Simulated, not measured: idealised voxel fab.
A process module follows: voxel plated lines.
Section shown: cut. Width: 290 nm. Cell size: 5 nm, square.
Cross-sections here: square-cell grids, written as top-down lists of bands, a band being one or more rows of cells.
It is stipulated that each band's entry specify, in nanometres, the height of the top of the band and then that of its bottom, followed by the materials of the band in left-to-right sequence, each together with its width in nanometres. A single material marked by the word "all across" is understood to fill the band from edge to edge; the word "blank" is understood to denote empty space.
Note: height 0 marks the level under which the wafer is uniformly one material as received. Lowest band unbounded below, written "0 down".
A width such as "30 to 40" changes by the same amount from each row of cells to the next, from the band's top row to its bottom row.
Take "nothing different" at face value: in the step it is given for, the cross-section changed in none of its cells.
Heads up: "Closed void entries" only lists the empty pockets with no open path to the top that are 8 cells or more, and it writes them as width x height at distance, distance from the left edge, in nm.
If you see something after the settings on a step's line, that's the simulator's own remark about that step.
"overlay nm" on a masked step: distance the mask lay right of its planned place, negative for left.

-- Process steps (planned)
step 1: RECEIVE | material Si
step 2: CONFORMAL_DEP | material Al2O3 | thk nm 10
step 3: DIRECTIONAL_DEP | material TiN | thk nm 5
step 4: PATTERN | tone open | mask id LINES | material resist | width nm 30 | pitch nm 60 | thk nm 40 | overlay nm -15
step 5: EPI | material Ru | thk nm 5
step 6: EPI | material Ru | thk nm 5
step 7: EPI | material Ru | thk nm 5
step 8: STRIP | etch materials resist
step 9: DIRECTIONAL_ETCH | etch materials TiN | depth nm 5
step 10: CONFORMAL_DEP | material SiO2 | thk nm 5
Variable across wafers: step 4 overlay nm (plan value is that of the first wafer; starting state common to all).

-- The first of several wafers, as received after step 1, seen in section
* 0 down = Si all across
* Closed void entries: none

-- First wafer of several, cross-section, module end, after step 10 (last)
* 35 to 30 = blank 80 nm / SiO2 40 nm / blank 20 nm / SiO2 40 nm / blank 110 nm
* 30 to 15 = blank 80 nm / SiO2 5 nm / Ru 30 nm / SiO2 5 nm / blank 20 nm / SiO2 5 nm / Ru 30 nm / SiO2 5 nm / blank 110 nm
* 15 to 10 = SiO2 85 nm / TiN 30 nm / SiO2 30 nm / TiN 30 nm / SiO2 115 nm
* 10 to 0 = Al2O3 all across
* 0 down = Si all across
* Closed void entries: none

-- A cross-section through the last wafer at the close of the module
* 35 to 30 = blank 110 nm / SiO2 40 nm / blank 20 nm / SiO2 40 nm / blank 80 nm
* 30 to 15 = blank 110 nm / SiO2 5 nm / Ru 30 nm / SiO2 5 nm / blank 20 nm / SiO2 5 nm / Ru 30 nm / SiO2 5 nm / blank 80 nm
* 15 to 10 = SiO2 115 nm / TiN 30 nm / SiO2 30 nm / TiN 30 nm / SiO2 85 nm
* 10 to 0 = Al2O3 all across
* 0 down = Si all across
* Closed void entries: none

-- Tabulated below, wafer by wafer, are the end-of-module results: for each material, the number of cells gained (+) or lost (-) relative to the as-received state, followed by the closed voids
overlay nm -15, +116 Al2O3, +36 Ru, +74 SiO2, +12 TiN, Closed void entries: none
overlay nm -10, +116 Al2O3, +36 Ru, +74 SiO2, +12 TiN, Closed void entries: none
overlay nm -5, +116 Al2O3, +36 Ru, +74 SiO2, +12 TiN, Closed void entries: none
overlay nm 0, +116 Al2O3, +36 Ru, +74 SiO2, +12 TiN, Closed void entries: none
overlay nm 5, +116 Al2O3, +36 Ru, +74 SiO2, +12 TiN, Closed void entries: none
overlay nm 10, +116 Al2O3, +36 Ru, +74 SiO2, +12 TiN, Closed void entries: none
overlay nm 15, +116 Al2O3, +36 Ru, +74 SiO2, +12 TiN, Closed void entries: none
